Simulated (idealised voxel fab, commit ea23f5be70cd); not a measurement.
The following process module bears the name voxel released beams.
Xsec cut, 205 nm wide, square cell size 5 nm.
Think of the cross-section as a grid of square cells. We describe it in bands, top to bottom, and each band covers one or more rows of those cells.
Basically the band line says how high the top is and how high the bottom is, in nm, and then what's in it from left to right, every material with its width in nm. Empty space shows up as "blank", and if a single material carries "edge to edge" it runs the full band edge to edge.
Heights are reckoned from 0. Under this level, the received wafer is all of one material. The bottommost band is open-ended downward, for example "z 0 and below".
A width given as "30->40" starts at the first number in the band's top row and ends at the second number in its bottom row, shifting by an equal amount at every step from row to row.
Reading "remained unchanged" for a step: not a cell of the cross-section changed in it.
The list in "Fully enclosed voids" covers empty spaces of 8 cells or more that cannot reach the top through any open way, and it gives each as width x height at distance; the distance is from the left edge, and width, height and distance are in nm.
Past the settings on a step's line: simulator remark, on that step.
"overlay nm" on a masked step: distance the mask lay right of its planned place, negative for left.
# Planned step list for the process
1) RECEIVE (material Si)
2) CONFORMAL_DEP (material Al2O3; thk nm 10)
3) DIRECTIONAL_DEP (material SiO2; thk nm 15)
4) PATTERN (tone open; mask id ANCHOR; material resist; width nm 25; thk nm 20; overlay nm 0)
5) DIRECTIONAL_ETCH (etch materials SiO2; depth nm 15)
6) STRIP (etch materials resist)
7) CONFORMAL_DEP (material polySi; thk nm 10)
8) DIRECTIONAL_DEP (material aC; thk nm 10)
9) PATTERN (tone cover; mask id BEAM; material resist; width nm 100; thk nm 30; overlay nm 0)
10) DIRECTIONAL_ETCH (etch materials aC; depth nm 10)
11) STRIP (etch materials resist)
12) DIRECTIONAL_ETCH (etch materials polySi; depth nm 10)
13) STRIP (etch materials aC)
14) STRIP (etch materials SiO2)
The plan shows the width nm of step 4 as the first wafer had it; this setting differs between the wafers, which start out alike.
# As-received state after step 1, first of several wafers, cross-section
> z 0 and below = Si edge to edge
> Fully enclosed voids: none
# Cross-section, first of several wafers, end of module, after last step 14
> z 35 to 25 = 50 nm blank | 20 nm polySi | 5 nm blank | 75 nm polySi | 55 nm blank
> z 25 to 20 = 60 nm blank | 10 nm polySi | 5 nm blank | 10 nm polySi | 120 nm blank
> z 20 to 10 = 60 nm blank | 25 nm polySi | 120 nm blank
> z 10 to 0 = Al2O3 edge to edge
> z 0 and below = Si edge to edge
> Fully enclosed voids: none
# Cross-sectional view of the final wafer of several at the module's end
> z 35 to 25 = 50 nm blank | 10 nm polySi | 30 nm blank | 60 nm polySi | 55 nm blank
> z 25 to 20 = 50 nm blank | 10 nm polySi | 30 nm blank | 10 nm polySi | 105 nm blank
> z 20 to 10 = 50 nm blank | 50 nm polySi | 105 nm blank
> z 10 to 0 = Al2O3 edge to edge
> z 0 and below = Si edge to edge
> Fully enclosed voids: none
# Gained (+) or lost (-) cells of each material since receipt, then closed voids: one row per wafer, at the end of the module
width nm 25; +82 Al2O3; +52 polySi; Fully enclosed voids: none
width nm 30; +82 Al2O3; +52 polySi; Fully enclosed voids: none
width nm 35; +82 Al2O3; +52 polySi; Fully enclosed voids: none
width nm 40; +82 Al2O3; +52 polySi; Fully enclosed voids: none
width nm 45; +82 Al2O3; +52 polySi; Fully enclosed voids: none
width nm 50; +82 Al2O3; +52 polySi; Fully enclosed voids: none
